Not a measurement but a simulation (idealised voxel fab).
Presented below is a process module, voxel spacer lines.
The cross-section shown here is cut; it is 165 nm wide and divided into square cells measuring 5 nm on a side.
A cross-section in this document is a grid of square cells, and it is written down as bands, the top band listed before the ones below it; a band is made up of one or more rows of cells.
A band entry consists of two parts. The first gives the height of the band's top and the height of its bottom, in nm. The rest lists the band's materials from left to right, each with its width in nm. A single material labelled with the word "throughout" fills the band from edge to edge, and the word "air" marks empty space.
It should be noted that heights are counted from 0, beneath which the wafer as supplied is of one material throughout, and that the lowest band possesses no lower boundary but continues downward, as written in "0 and below".
Width "30 to 40": first value at the band's top row of cells, second value at its bottom row, equal change from row to row.
It should be understood that the words "nothing different", when stated for a given step, signify that the cross-section underwent no change in any of its cells during that step.
This entry, "Enclosed internal cavities", enumerates those empty regions of no fewer than 8 cells that possess no open connection to the top. Each region is reported in the form width x height at distance, the distance being taken from the left edge, with all three quantities expressed in nm.
The remark found on a step's line after its settings is issued by the simulator itself and pertains to that step.
"overlay nm" answers the question of how far to the right of plan the mask lay on a step that has a mask, and when it is negative the answer is to the left.
Each of the pairs that make up the rest of this document says: here is the cross-section before one process step, here is the cross-section after it, drawn only down to the lowest band that changed, and here, under the pair, is the step lying between them with its settings. Different pairs may come from different runs of this module on the same starting wafer, so a pair continues from the pair above it only where its entry headed "Pre-step snapshot" says so.

[Pre-step snapshot]
> 0 and below | Si throughout
> Enclosed internal cavities: none

[Structure After Step]
> 5 down to 0 | Al2O3 throughout
> Whatever lies below 0 is exactly as it was before.
> Enclosed internal cavities: none
For reference, the processing step occurring between the two cross-sections presented above is as follows: CONFORMAL_DEP, material Al2O3, thk nm 5

Pre-step snapshot: It is represented by the cross-section appearing after the step of the pair directly above.

[Structure After Step]
> 20 down to 5 | polySi throughout
> Whatever lies below 5 is exactly as it was before.
> Enclosed internal cavities: none
For reference, the processing step occurring between the two cross-sections presented above is as follows: DIRECTIONAL_DEP, material polySi, thk nm 15

Pre-step snapshot: It is represented by the cross-section appearing after the step of the pair directly above.

[Structure After Step]
> 45 down to 20 | aC throughout
> Whatever lies below 20 is exactly as it was before.
> Enclosed internal cavities: none
For reference, the processing step occurring between the two cross-sections presented above is as follows: DIRECTIONAL_DEP, material aC, thk nm 25

Pre-step snapshot: It is represented by the cross-section appearing after the step of the pair directly above.

[Structure After Step]
> 75 down to 45 | air=40  resist=20  air=40  resist=20  air=45
> Whatever lies below 45 is exactly as it was before.
> Enclosed internal cavities: none
For reference, the processing step occurring between the two cross-sections presented above is as follows: PATTERN, tone cover, mask id MANDREL, material resist, width nm 20, pitch nm 60, thk nm 30, overlay nm 0

Pre-step snapshot: It is represented by the cross-section appearing after the step of the pair directly above.

[Structure After Step]
> 50 down to 45 | air=40  resist=20  air=40  resist=20  air=45
> 45 down to 20 | air=40  aC=20  air=40  aC=20  air=45
> Whatever lies below 20 is exactly as it was before.
> Enclosed internal cavities: none
For reference, the processing step occurring between the two cross-sections presented above is as follows: DIRECTIONAL_ETCH, etch materials aC, depth nm 25

Pre-step snapshot: It is represented by the cross-section appearing after the step of the pair directly above.

[Structure After Step]
> 45 down to 20 | air=40  aC=20  air=40  aC=20  air=45
> Whatever lies below 20 is exactly as it was before.
> Enclosed internal cavities: none
For reference, the processing step occurring between the two cross-sections presented above is as follows: STRIP, etch materials resist

Pre-step snapshot: It is represented by the cross-section appearing after the step of the pair directly above.

[Structure After Step]
> 55 down to 45 | air=30  SiO2=40  air=20  SiO2=40  air=35
> 45 down to 30 | air=30  SiO2=10  aC=20  SiO2=10  air=20  SiO2=10  aC=20  SiO2=10  air=35
> 30 down to 20 | SiO2=40  aC=20  SiO2=40  aC=20  SiO2=45
> Whatever lies below 20 is exactly as it was before.
> Enclosed internal cavities: none
For reference, the processing step occurring between the two cross-sections presented above is as follows: CONFORMAL_DEP, material SiO2, thk nm 10

Pre-step snapshot: It is represented by the cross-section appearing after the step of the pair directly above.

[Structure After Step]
> 45 down to 20 | air=30  SiO2=10  aC=20  SiO2=10  air=20  SiO2=10  aC=20  SiO2=10  air=35
> Whatever lies below 20 is exactly as it was before.
> Enclosed internal cavities: none
For reference, the processing step occurring between the two cross-sections presented above is as follows: DIRECTIONAL_ETCH, etch materials SiO2, depth nm 10

Pre-step snapshot: It is represented by the cross-section appearing after the step of the pair directly above.

[Structure After Step]
> 45 down to 20 | air=30  SiO2=10  air=20  SiO2=10  air=20  SiO2=10  air=20  SiO2=10  air=35
> Whatever lies below 20 is exactly as it was before.
> Enclosed internal cavities: none
For reference, the processing step occurring between the two cross-sections presented above is as follows: STRIP, etch materials aC

Pre-step snapshot: It is represented by the cross-section appearing after the step of the pair directly above.

[Structure After Step]
> 45 down to 20 | air=30  SiO2=10  air=20  SiO2=10  air=20  SiO2=10  air=20  SiO2=10  air=35
> 20 down to 5 | air=30  polySi=10  air=20  polySi=10  air=20  polySi=10  air=20  polySi=10  air=35
> Whatever lies below 5 is exactly as it was before.
> Enclosed internal cavities: none
For reference, the processing step occurring between the two cross-sections presented above is as follows: DIRECTIONAL_ETCH, etch materials polySi, depth nm 15

Pre-step snapshot: It is represented by the cross-section appearing after the step of the pair directly above.

[Structure After Step]
> 20 down to 5 | air=30  polySi=10  air=20  polySi=10  air=20  polySi=10  air=20  polySi=10  air=35
> Whatever lies below 5 is exactly as it was before.
> Enclosed internal cavities: none
For reference, the processing step occurring between the two cross-sections presented above is as follows: STRIP, etch materials SiO2

[Pre-step snapshot]
> 0 and below | Si throughout
> Enclosed internal cavities: none

[Structure After Step]
> 15 down to 0 | polySi throughout
> Whatever lies below 0 is exactly as it was before.
> Enclosed internal cavities: none
For reference, the processing step occurring between the two cross-sections presented above is as follows: DIRECTIONAL_DEP, material polySi, thk nm 15

Pre-step snapshot: It is represented by the cross-section appearing after the step of the pair directly above.

[Structure After Step]
> 40 down to 15 | aC throughout
> Whatever lies below 15 is exactly as it was before.
> Enclosed internal cavities: none
For reference, the processing step occurring between the two cross-sections presented above is as follows: DIRECTIONAL_DEP, material aC, thk nm 25

Pre-step snapshot: It is represented by the cross-section appearing after the step of the pair directly above.

[Structure After Step]
> 70 down to 40 | air=40  resist=20  air=40  resist=20  air=45
> Whatever lies below 40 is exactly as it was before.
> Enclosed internal cavities: none
For reference, the processing step occurring between the two cross-sections presented above is as follows: PATTERN, tone cover, mask id MANDREL, material resist, width nm 20, pitch nm 60, thk nm 30, overlay nm 0

Pre-step snapshot: It is represented by the cross-section appearing after the step of the pair directly above.

[Structure After Step]
> 45 down to 40 | air=40  resist=20  air=40  resist=20  air=45
> 40 down to 15 | air=40  aC=20  air=40  aC=20  air=45
> Whatever lies below 15 is exactly as it was before.
> Enclosed internal cavities: none
For reference, the processing step occurring between the two cross-sections presented above is as follows: DIRECTIONAL_ETCH, etch materials aC, depth nm 25

Pre-step snapshot: It is represented by the cross-section appearing after the step of the pair directly above.

[Structure After Step]
> 40 down to 15 | air=40  aC=20  air=40  aC=20  air=45
> Whatever lies below 15 is exactly as it was before.
> Enclosed internal cavities: none
For reference, the processing step occurring between the two cross-sections presented above is as follows: STRIP, etch materials resist

Pre-step snapshot: It is represented by the cross-section appearing after the step of the pair directly above.

[Structure After Step]
> 50 down to 40 | air=30  SiO2=40  air=20  SiO2=40  air=35
> 40 down to 25 | air=30  SiO2=10  aC=20  SiO2=10  air=20  SiO2=10  aC=20  SiO2=10  air=35
> 25 down to 15 | SiO2=40  aC=20  SiO2=40  aC=20  SiO2=45
> Whatever lies below 15 is exactly as it was before.
> Enclosed internal cavities: none
For reference, the processing step occurring between the two cross-sections presented above is as follows: CONFORMAL_DEP, material SiO2, thk nm 10

Pre-step snapshot: It is represented by the cross-section appearing after the step of the pair directly above.

[Structure After Step]
> 40 down to 15 | air=30  SiO2=10  aC=20  SiO2=10  air=20  SiO2=10  aC=20  SiO2=10  air=35
> Whatever lies below 15 is exactly as it was before.
> Enclosed internal cavities: none
For reference, the processing step occurring between the two cross-sections presented above is as follows: DIRECTIONAL_ETCH, etch materials SiO2, depth nm 10

Pre-step snapshot: It is represented by the cross-section appearing after the step of the pair directly above.

[Structure After Step]
> 40 down to 15 | air=30  SiO2=10  air=20  SiO2=10  air=20  SiO2=10  air=20  SiO2=10  air=35
> Whatever lies below 15 is exactly as it was before.
> Enclosed internal cavities: none
For reference, the processing step occurring between the two cross-sections presented above is as follows: STRIP, etch materials aC

Pre-step snapshot: It is represented by the cross-section appearing after the step of the pair directly above.

[Structure After Step]
> 40 down to 15 | air=30  SiO2=10  air=20  SiO2=10  air=20  SiO2=10  air=20  SiO2=10  air=35
> 15 down to 0 | air=30  polySi=10  air=20  polySi=10  air=20  polySi=10  air=20  polySi=10  air=35
> Whatever lies below 0 is exactly as it was before.
> Enclosed internal cavities: none
For reference, the processing step occurring between the two cross-sections presented above is as follows: DIRECTIONAL_ETCH, etch materials polySi, depth nm 15

Pre-step snapshot: It is represented by the cross-section appearing after the step of the pair directly above.

[Structure After Step]
> 15 down to 0 | air=30  polySi=10  air=20  polySi=10  air=20  polySi=10  air=20  polySi=10  air=35
> Whatever lies below 0 is exactly as it was before.
> Enclosed internal cavities: none
For reference, the processing step occurring between the two cross-sections presented above is as follows: STRIP, etch materials SiO2

[Pre-step snapshot]
> 20 down to 5 | polySi throughout
> 5 down to 0 | Al2O3 throughout
> 0 and below | Si throughout
> Enclosed internal cavities: none

[Structure After Step]
> 35 down to 5 | polySi throughout
> Whatever lies below 5 is exactly as it was before.
> Enclosed internal cavities: none
For reference, the processing step occurring between the two cross-sections presented above is as follows: DIRECTIONAL_DEP, material polySi, thk nm 15

Pre-step snapshot: It is represented by the cross-section appearing after the step of the pair directly above.

[Structure After Step]
> 60 down to 35 | aC throughout
> Whatever lies below 35 is exactly as it was before.
> Enclosed internal cavities: none
For reference, the processing step occurring between the two cross-sections presented above is as follows: DIRECTIONAL_DEP, material aC, thk nm 25

Pre-step snapshot: It is represented by the cross-section appearing after the step of the pair directly above.

[Structure After Step]
> 90 down to 60 | air=40  resist=20  air=40  resist=20  air=45
> Whatever lies below 60 is exactly as it was before.
> Enclosed internal cavities: none
For reference, the processing step occurring between the two cross-sections presented above is as follows: PATTERN, tone cover, mask id MANDREL, material resist, width nm 20, pitch nm 60, thk nm 30, overlay nm 0

Pre-step snapshot: It is represented by the cross-section appearing after the step of the pair directly above.

[Structure After Step]
> 65 down to 60 | air=40  resist=20  air=40  resist=20  air=45
> 60 down to 35 | air=40  aC=20  air=40  aC=20  air=45
> Whatever lies below 35 is exactly as it was before.
> Enclosed internal cavities: none
For reference, the processing step occurring between the two cross-sections presented above is as follows: DIRECTIONAL_ETCH, etch materials aC, depth nm 25

Pre-step snapshot: It is represented by the cross-section appearing after the step of the pair directly above.

[Structure After Step]
> 60 down to 35 | air=40  aC=20  air=40  aC=20  air=45
> Whatever lies below 35 is exactly as it was before.
> Enclosed internal cavities: none
For reference, the processing step occurring between the two cross-sections presented above is as follows: STRIP, etch materials resist

Pre-step snapshot: It is represented by the cross-section appearing after the step of the pair directly above.

[Structure After Step]
> 70 down to 60 | air=30  SiO2=40  air=20  SiO2=40  air=35
> 60 down to 45 | air=30  SiO2=10  aC=20  SiO2=10  air=20  SiO2=10  aC=20  SiO2=10  air=35
> 45 down to 35 | SiO2=40  aC=20  SiO2=40  aC=20  SiO2=45
> Whatever lies below 35 is exactly as it was before.
> Enclosed internal cavities: none
For reference, the processing step occurring between the two cross-sections presented above is as follows: CONFORMAL_DEP, material SiO2, thk nm 10

Pre-step snapshot: It is represented by the cross-section appearing after the step of the pair directly above.

[Structure After Step]
> 60 down to 35 | air=30  SiO2=10  aC=20  SiO2=10  air=20  SiO2=10  aC=20  SiO2=10  air=35
> Whatever lies below 35 is exactly as it was before.
> Enclosed internal cavities: none
For reference, the processing step occurring between the two cross-sections presented above is as follows: DIRECTIONAL_ETCH, etch materials SiO2, depth nm 10

Pre-step snapshot: It is represented by the cross-section appearing after the step of the pair directly above.

[Structure After Step]
> 60 down to 35 | air=30  SiO2=10  air=20  SiO2=10  air=20  SiO2=10  air=20  SiO2=10  air=35
> Whatever lies below 35 is exactly as it was before.
> Enclosed internal cavities: none
For reference, the processing step occurring between the two cross-sections presented above is as follows: STRIP, etch materials aC

Pre-step snapshot: It is represented by the cross-section appearing after the step of the pair directly above.

[Structure After Step]
> 60 down to 35 | air=30  SiO2=10  air=20  SiO2=10  air=20  SiO2=10  air=20  SiO2=10  air=35
> 35 down to 20 | air=30  polySi=10  air=20  polySi=10  air=20  polySi=10  air=20  polySi=10  air=35
> Whatever lies below 20 is exactly as it was before.
> Enclosed internal cavities: none
For reference, the processing step occurring between the two cross-sections presented above is as follows: DIRECTIONAL_ETCH, etch materials polySi, depth nm 15

Pre-step snapshot: It is represented by the cross-section appearing after the step of the pair directly above.

[Structure After Step]
> 35 down to 20 | air=30  polySi=10  air=20  polySi=10  air=20  polySi=10  air=20  polySi=10  air=35
> Whatever lies below 20 is exactly as it was before.
> Enclosed internal cavities: none
For reference, the processing step occurring between the two cross-sections presented above is as follows: STRIP, etch materials SiO2

[Pre-step snapshot]
> 15 down to 0 | polySi throughout
> 0 and below | Si throughout
> Enclosed internal cavities: none

[Structure After Step]
> 20 down to 15 | Al2O3 throughout
> Whatever lies below 15 is exactly as it was before.
> Enclosed internal cavities: none
For reference, the processing step occurring between the two cross-sections presented above is as follows: CONFORMAL_DEP, material Al2O3, thk nm 5

Pre-step snapshot: It is represented by the cross-section appearing after the step of the pair directly above.

[Structure After Step]
> 45 down to 20 | aC throughout
> Whatever lies below 20 is exactly as it was before.
> Enclosed internal cavities: none
For reference, the processing step occurring between the two cross-sections presented above is as follows: DIRECTIONAL_DEP, material aC, thk nm 25

Pre-step snapshot: It is represented by the cross-section appearing after the step of the pair directly above.

[Structure After Step]
> 75 down to 45 | air=40  resist=20  air=40  resist=20  air=45
> Whatever lies below 45 is exactly as it was before.
> Enclosed internal cavities: none
For reference, the processing step occurring between the two cross-sections presented above is as follows: PATTERN, tone cover, mask id MANDREL, material resist, width nm 20, pitch nm 60, thk nm 30, overlay nm 0

Pre-step snapshot: It is represented by the cross-section appearing after the step of the pair directly above.

[Structure After Step]
> 50 down to 45 | air=40  resist=20  air=40  resist=20  air=45
> 45 down to 20 | air=40  aC=20  air=40  aC=20  air=45
> Whatever lies below 20 is exactly as it was before.
> Enclosed internal cavities: none
For reference, the processing step occurring between the two cross-sections presented above is as follows: DIRECTIONAL_ETCH, etch materials aC, depth nm 25

Pre-step snapshot: It is represented by the cross-section appearing after the step of the pair directly above.

[Structure After Step]
> 45 down to 20 | air=40  aC=20  air=40  aC=20  air=45
> Whatever lies below 20 is exactly as it was before.
> Enclosed internal cavities: none
For reference, the processing step occurring between the two cross-sections presented above is as follows: STRIP, etch materials resist

Pre-step snapshot: It is represented by the cross-section appearing after the step of the pair directly above.

[Structure After Step]
> 55 down to 45 | air=30  SiO2=40  air=20  SiO2=40  air=35
> 45 down to 30 | air=30  SiO2=10  aC=20  SiO2=10  air=20  SiO2=10  aC=20  SiO2=10  air=35
> 30 down to 20 | SiO2=40  aC=20  SiO2=40  aC=20  SiO2=45
> Whatever lies below 20 is exactly as it was before.
> Enclosed internal cavities: none
For reference, the processing step occurring between the two cross-sections presented above is as follows: CONFORMAL_DEP, material SiO2, thk nm 10

Pre-step snapshot: It is represented by the cross-section appearing after the step of the pair directly above.

[Structure After Step]
> 45 down to 20 | air=30  SiO2=10  aC=20  SiO2=10  air=20  SiO2=10  aC=20  SiO2=10  air=35
> Whatever lies below 20 is exactly as it was before.
> Enclosed internal cavities: none
For reference, the processing step occurring between the two cross-sections presented above is as follows: DIRECTIONAL_ETCH, etch materials SiO2, depth nm 10

Pre-step snapshot: It is represented by the cross-section appearing after the step of the pair directly above.

[Structure After Step]
> 45 down to 20 | air=30  SiO2=10  air=20  SiO2=10  air=20  SiO2=10  air=20  SiO2=10  air=35
> Whatever lies below 20 is exactly as it was before.
> Enclosed internal cavities: none
For reference, the processing step occurring between the two cross-sections presented above is as follows: STRIP, etch materials aC

Pre-step snapshot: It is represented by the cross-section appearing after the step of the pair directly above.

[Structure After Step]
> 20 down to 15 | Al2O3 throughout
> Whatever lies below 15 is exactly as it was before.
> Enclosed internal cavities: none
For reference, the processing step occurring between the two cross-sections presented above is as follows: STRIP, etch materials SiO2

[Pre-step snapshot]
> 5 down to 0 | Al2O3 throughout
> 0 and below | Si throughout
> Enclosed internal cavities: none

[Structure After Step]
> 10 down to 5 | polySi throughout
> Whatever lies below 5 is exactly as it was before.
> Enclosed internal cavities: none
For reference, the processing step occurring between the two cross-sections presented above is as follows: DIRECTIONAL_DEP, material polySi, thk nm 5

Pre-step snapshot: It is represented by the cross-section appearing after the step of the pair directly above.

[Structure After Step]
> 35 down to 10 | aC throughout
> Whatever lies below 10 is exactly as it was before.
> Enclosed internal cavities: none
For reference, the processing step occurring between the two cross-sections presented above is as follows: DIRECTIONAL_DEP, material aC, thk nm 25

Pre-step snapshot: It is represented by the cross-section appearing after the step of the pair directly above.

[Structure After Step]
> 65 down to 35 | air=40  resist=20  air=40  resist=20  air=45
> Whatever lies below 35 is exactly as it was before.
> Enclosed internal cavities: none
For reference, the processing step occurring between the two cross-sections presented above is as follows: PATTERN, tone cover, mask id MANDREL, material resist, width nm 20, pitch nm 60, thk nm 30, overlay nm 0

Pre-step snapshot: It is represented by the cross-section appearing after the step of the pair directly above.

[Structure After Step]
> 40 down to 35 | air=40  resist=20  air=40  resist=20  air=45
> 35 down to 10 | air=40  aC=20  air=40  aC=20  air=45
> Whatever lies below 10 is exactly as it was before.
> Enclosed internal cavities: none
For reference, the processing step occurring between the two cross-sections presented above is as follows: DIRECTIONAL_ETCH, etch materials aC, depth nm 25

Pre-step snapshot: It is represented by the cross-section appearing after the step of the pair directly above.

[Structure After Step]
> 35 down to 10 | air=40  aC=20  air=40  aC=20  air=45
> Whatever lies below 10 is exactly as it was before.
> Enclosed internal cavities: none
For reference, the processing step occurring between the two cross-sections presented above is as follows: STRIP, etch materials resist

Pre-step snapshot: It is represented by the cross-section appearing after the step of the pair directly above.

[Structure After Step]
> 45 down to 35 | air=30  SiO2=40  air=20  SiO2=40  air=35
> 35 down to 20 | air=30  SiO2=10  aC=20  SiO2=10  air=20  SiO2=10  aC=20  SiO2=10  air=35
> 20 down to 10 | SiO2=40  aC=20  SiO2=40  aC=20  SiO2=45
> Whatever lies below 10 is exactly as it was before.
> Enclosed internal cavities: none
For reference, the processing step occurring between the two cross-sections presented above is as follows: CONFORMAL_DEP, material SiO2, thk nm 10

Pre-step snapshot: It is represented by the cross-section appearing after the step of the pair directly above.

[Structure After Step]
> 35 down to 10 | air=30  SiO2=10  aC=20  SiO2=10  air=20  SiO2=10  aC=20  SiO2=10  air=35
> Whatever lies below 10 is exactly as it was before.
> Enclosed internal cavities: none
For reference, the processing step occurring between the two cross-sections presented above is as follows: DIRECTIONAL_ETCH, etch materials SiO2, depth nm 10

Pre-step snapshot: It is represented by the cross-section appearing after the step of the pair directly above.

[Structure After Step]
> 35 down to 10 | air=30  SiO2=10  air=20  SiO2=10  air=20  SiO2=10  air=20  SiO2=10  air=35
> Whatever lies below 10 is exactly as it was before.
> Enclosed internal cavities: none
For reference, the processing step occurring between the two cross-sections presented above is as follows: STRIP, etch materials aC

Pre-step snapshot: It is represented by the cross-section appearing after the step of the pair directly above.

[Structure After Step]
> 35 down to 10 | air=30  SiO2=10  air=20  SiO2=10  air=20  SiO2=10  air=20  SiO2=10  air=35
> 10 down to 5 | air=30  polySi=10  air=20  polySi=10  air=20  polySi=10  air=20  polySi=10  air=35
> Whatever lies below 5 is exactly as it was before.
> Enclosed internal cavities: none
For reference, the processing step occurring between the two cross-sections presented above is as follows: DIRECTIONAL_ETCH, etch materials polySi, depth nm 15

Pre-step snapshot: It is represented by the cross-section appearing after the step of the pair directly above.

[Structure After Step]
> 10 down to 5 | air=30  polySi=10  air=20  polySi=10  air=20  polySi=10  air=20  polySi=10  air=35
> Whatever lies below 5 is exactly as it was before.
> Enclosed internal cavities: none
For reference, the processing step occurring between the two cross-sections presented above is as follows: STRIP, etch materials SiO2

[Pre-step snapshot]
> 45 down to 20 | aC throughout
> 20 down to 5 | polySi throughout
> 5 down to 0 | Al2O3 throughout
> 0 and below | Si throughout
> Enclosed internal cavities: none

[Structure After Step]
> 75 down to 45 | air=35  resist=30  air=30  resist=30  air=40
> Whatever lies below 45 is exactly as it was before.
> Enclosed internal cavities: none
For reference, the processing step occurring between the two cross-sections presented above is as follows: PATTERN, tone cover, mask id MANDREL, material resist, width nm 30, pitch nm 60, thk nm 30, overlay nm 0

Pre-step snapshot: It is represented by the cross-section appearing after the step of the pair directly above.

[Structure After Step]
> 50 down to 45 | air=35  resist=30  air=30  resist=30  air=40
> 45 down to 20 | air=35  aC=30  air=30  aC=30  air=40
> Whatever lies below 20 is exactly as it was before.
> Enclosed internal cavities: none
For reference, the processing step occurring between the two cross-sections presented above is as follows: DIRECTIONAL_ETCH, etch materials aC, depth nm 25

Pre-step snapshot: It is represented by the cross-section appearing after the step of the pair directly above.

[Structure After Step]
> 45 down to 20 | air=35  aC=30  air=30  aC=30  air=40
> Whatever lies below 20 is exactly as it was before.
> Enclosed internal cavities: none
For reference, the processing step occurring between the two cross-sections presented above is as follows: STRIP, etch materials resist

Pre-step snapshot: It is represented by the cross-section appearing after the step of the pair directly above.

[Structure After Step]
> 55 down to 45 | air=25  SiO2=50  air=10  SiO2=50  air=30
> 45 down to 30 | air=25  SiO2=10  aC=30  SiO2=10  air=10  SiO2=10  aC=30  SiO2=10  air=30
> 30 down to 20 | SiO2=35  aC=30  SiO2=30  aC=30  SiO2=40
> Whatever lies below 20 is exactly as it was before.
> Enclosed internal cavities: none
For reference, the processing step occurring between the two cross-sections presented above is as follows: CONFORMAL_DEP, material SiO2, thk nm 10

Pre-step snapshot: It is represented by the cross-section appearing after the step of the pair directly above.

[Structure After Step]
> 45 down to 20 | air=25  SiO2=10  aC=30  SiO2=10  air=10  SiO2=10  aC=30  SiO2=10  air=30
> Whatever lies below 20 is exactly as it was before.
> Enclosed internal cavities: none
For reference, the processing step occurring between the two cross-sections presented above is as follows: DIRECTIONAL_ETCH, etch materials SiO2, depth nm 10

Pre-step snapshot: It is represented by the cross-section appearing after the step of the pair directly above.

[Structure After Step]
> 45 down to 20 | air=25  SiO2=10  air=30  SiO2=10  air=10  SiO2=10  air=30  SiO2=10  air=30
> Whatever lies below 20 is exactly as it was before.
> Enclosed internal cavities: none
For reference, the processing step occurring between the two cross-sections presented above is as follows: STRIP, etch materials aC

Pre-step snapshot: It is represented by the cross-section appearing after the step of the pair directly above.

[Structure After Step]
> 45 down to 20 | air=25  SiO2=10  air=30  SiO2=10  air=10  SiO2=10  air=30  SiO2=10  air=30
> 20 down to 5 | air=25  polySi=10  air=30  polySi=10  air=10  polySi=10  air=30  polySi=10  air=30
> Whatever lies below 5 is exactly as it was before.
> Enclosed internal cavities: none
For reference, the processing step occurring between the two cross-sections presented above is as follows: DIRECTIONAL_ETCH, etch materials polySi, depth nm 15

Pre-step snapshot: It is represented by the cross-section appearing after the step of the pair directly above.

[Structure After Step]
> 20 down to 5 | air=25  polySi=10  air=30  polySi=10  air=10  polySi=10  air=30  polySi=10  air=30
> Whatever lies below 5 is exactly as it was before.
> Enclosed internal cavities: none
For reference, the processing step occurring between the two cross-sections presented above is as follows: STRIP, etch materials SiO2

[Pre-step snapshot]
> 45 down to 20 | aC throughout
> 20 down to 5 | polySi throughout
> 5 down to 0 | Al2O3 throughout
> 0 and below | Si throughout
> Enclosed internal cavities: none

[Structure After Step]
> 75 down to 45 | air=45  resist=20  air=40  resist=20  air=40
> Whatever lies below 45 is exactly as it was before.
> Enclosed internal cavities: none
For reference, the processing step occurring between the two cross-sections presented above is as follows: PATTERN, tone cover, mask id MANDREL, material resist, width nm 20, pitch nm 60, thk nm 30, overlay nm 5

Pre-step snapshot: It is represented by the cross-section appearing after the step of the pair directly above.

[Structure After Step]
> 50 down to 45 | air=45  resist=20  air=40  resist=20  air=40
> 45 down to 20 | air=45  aC=20  air=40  aC=20  air=40
> Whatever lies below 20 is exactly as it was before.
> Enclosed internal cavities: none
For reference, the processing step occurring between the two cross-sections presented above is as follows: DIRECTIONAL_ETCH, etch materials aC, depth nm 25

Pre-step snapshot: It is represented by the cross-section appearing after the step of the pair directly above.

[Structure After Step]
> 45 down to 20 | air=45  aC=20  air=40  aC=20  air=40
> Whatever lies below 20 is exactly as it was before.
> Enclosed internal cavities: none
For reference, the processing step occurring between the two cross-sections presented above is as follows: STRIP, etch materials resist

Pre-step snapshot: It is represented by the cross-section appearing after the step of the pair directly above.

[Structure After Step]
> 55 down to 45 | air=35  SiO2=40  air=20  SiO2=40  air=30
> 45 down to 30 | air=35  SiO2=10  aC=20  SiO2=10  air=20  SiO2=10  aC=20  SiO2=10  air=30
> 30 down to 20 | SiO2=45  aC=20  SiO2=40  aC=20  SiO2=40
> Whatever lies below 20 is exactly as it was before.
> Enclosed internal cavities: none
For reference, the processing step occurring between the two cross-sections presented above is as follows: CONFORMAL_DEP, material SiO2, thk nm 10

Pre-step snapshot: It is represented by the cross-section appearing after the step of the pair directly above.

[Structure After Step]
> 45 down to 20 | air=35  SiO2=10  aC=20  SiO2=10  air=20  SiO2=10  aC=20  SiO2=10  air=30
> Whatever lies below 20 is exactly as it was before.
> Enclosed internal cavities: none
For reference, the processing step occurring between the two cross-sections presented above is as follows: DIRECTIONAL_ETCH, etch materials SiO2, depth nm 10

Pre-step snapshot: It is represented by the cross-section appearing after the step of the pair directly above.

[Structure After Step]
> 45 down to 20 | air=35  SiO2=10  air=20  SiO2=10  air=20  SiO2=10  air=20  SiO2=10  air=30
> Whatever lies below 20 is exactly as it was before.
> Enclosed internal cavities: none
For reference, the processing step occurring between the two cross-sections presented above is as follows: STRIP, etch materials aC

Pre-step snapshot: It is represented by the cross-section appearing after the step of the pair directly above.

[Structure After Step]
> 45 down to 20 | air=35  SiO2=10  air=20  SiO2=10  air=20  SiO2=10  air=20  SiO2=10  air=30
> 20 down to 5 | air=35  polySi=10  air=20  polySi=10  air=20  polySi=10  air=20  polySi=10  air=30
> Whatever lies below 5 is exactly as it was before.
> Enclosed internal cavities: none
For reference, the processing step occurring between the two cross-sections presented above is as follows: DIRECTIONAL_ETCH, etch materials polySi, depth nm 15

Pre-step snapshot: It is represented by the cross-section appearing after the step of the pair directly above.

[Structure After Step]
> 20 down to 5 | air=35  polySi=10  air=20  polySi=10  air=20  polySi=10  air=20  polySi=10  air=30
> Whatever lies below 5 is exactly as it was before.
> Enclosed internal cavities: none
For reference, the processing step occurring between the two cross-sections presented above is as follows: STRIP, etch materials SiO2

[Pre-step snapshot]
> 45 down to 20 | air=30  SiO2=10  aC=20  SiO2=10  air=20  SiO2=10  aC=20  SiO2=10  air=35
> 20 down to 5 | polySi throughout
> 5 down to 0 | Al2O3 throughout
> 0 and below | Si throughout
> Enclosed internal cavities: none

[Structure After Step]
> 45 down to 20 | air=40  aC=20  air=40  aC=20  air=45
> Whatever lies below 20 is exactly as it was before.
> Enclosed internal cavities: none
For reference, the processing step occurring between the two cross-sections presented above is as follows: STRIP, etch materials SiO2

Pre-step snapshot: It is represented by the cross-section appearing after the step of the pair directly above.

[Structure After Step]
> 45 down to 20 | air=40  aC=20  air=40  aC=20  air=45
> 20 down to 5 | air=40  polySi=20  air=40  polySi=20  air=45
> Whatever lies below 5 is exactly as it was before.
> Enclosed internal cavities: none
For reference, the processing step occurring between the two cross-sections presented above is as follows: DIRECTIONAL_ETCH, etch materials polySi, depth nm 15

[Pre-step snapshot]
> 45 down to 20 | aC throughout
> 20 down to 5 | polySi throughout
> 5 down to 0 | Al2O3 throughout
> 0 and below | Si throughout
> Enclosed internal cavities: none

[Structure After Step]
> 75 down to 45 | resist=40  air=20  resist=40  air=20  resist=45
> Whatever lies below 45 is exactly as it was before.
> Enclosed internal cavities: none
For reference, the processing step occurring between the two cross-sections presented above is as follows: PATTERN, tone open, mask id MANDREL, material resist, width nm 20, pitch nm 60, thk nm 30, overlay nm 0

Pre-step snapshot: It is represented by the cross-section appearing after the step of the pair directly above.

[Structure After Step]
> 50 down to 45 | resist=40  air=20  resist=40  air=20  resist=45
> 45 down to 20 | aC=40  air=20  aC=40  air=20  aC=45
> Whatever lies below 20 is exactly as it was before.
> Enclosed internal cavities: none
For reference, the processing step occurring between the two cross-sections presented above is as follows: DIRECTIONAL_ETCH, etch materials aC, depth nm 25

Pre-step snapshot: It is represented by the cross-section appearing after the step of the pair directly above.

[Structure After Step]
> 45 down to 20 | aC=40  air=20  aC=40  air=20  aC=45
> Whatever lies below 20 is exactly as it was before.
> Enclosed internal cavities: none
For reference, the processing step occurring between the two cross-sections presented above is as follows: STRIP, etch materials resist

Pre-step snapshot: It is represented by the cross-section appearing after the step of the pair directly above.

[Structure After Step]
> 55 down to 45 | SiO2 throughout
> 45 down to 20 | aC=40  SiO2=20  aC=40  SiO2=20  aC=45
> Whatever lies below 20 is exactly as it was before.
> Enclosed internal cavities: none
For reference, the processing step occurring between the two cross-sections presented above is as follows: CONFORMAL_DEP, material SiO2, thk nm 10

Pre-step snapshot: It is represented by the cross-section appearing after the step of the pair directly above.

[Structure After Step]
> 45 down to 20 | aC=40  SiO2=20  aC=40  SiO2=20  aC=45
> Whatever lies below 20 is exactly as it was before.
> Enclosed internal cavities: none
For reference, the processing step occurring between the two cross-sections presented above is as follows: DIRECTIONAL_ETCH, etch materials SiO2, depth nm 10

Pre-step snapshot: It is represented by the cross-section appearing after the step of the pair directly above.

[Structure After Step]
> 45 down to 20 | air=40  SiO2=20  air=40  SiO2=20  air=45
> Whatever lies below 20 is exactly as it was before.
> Enclosed internal cavities: none
For reference, the processing step occurring between the two cross-sections presented above is as follows: STRIP, etch materials aC
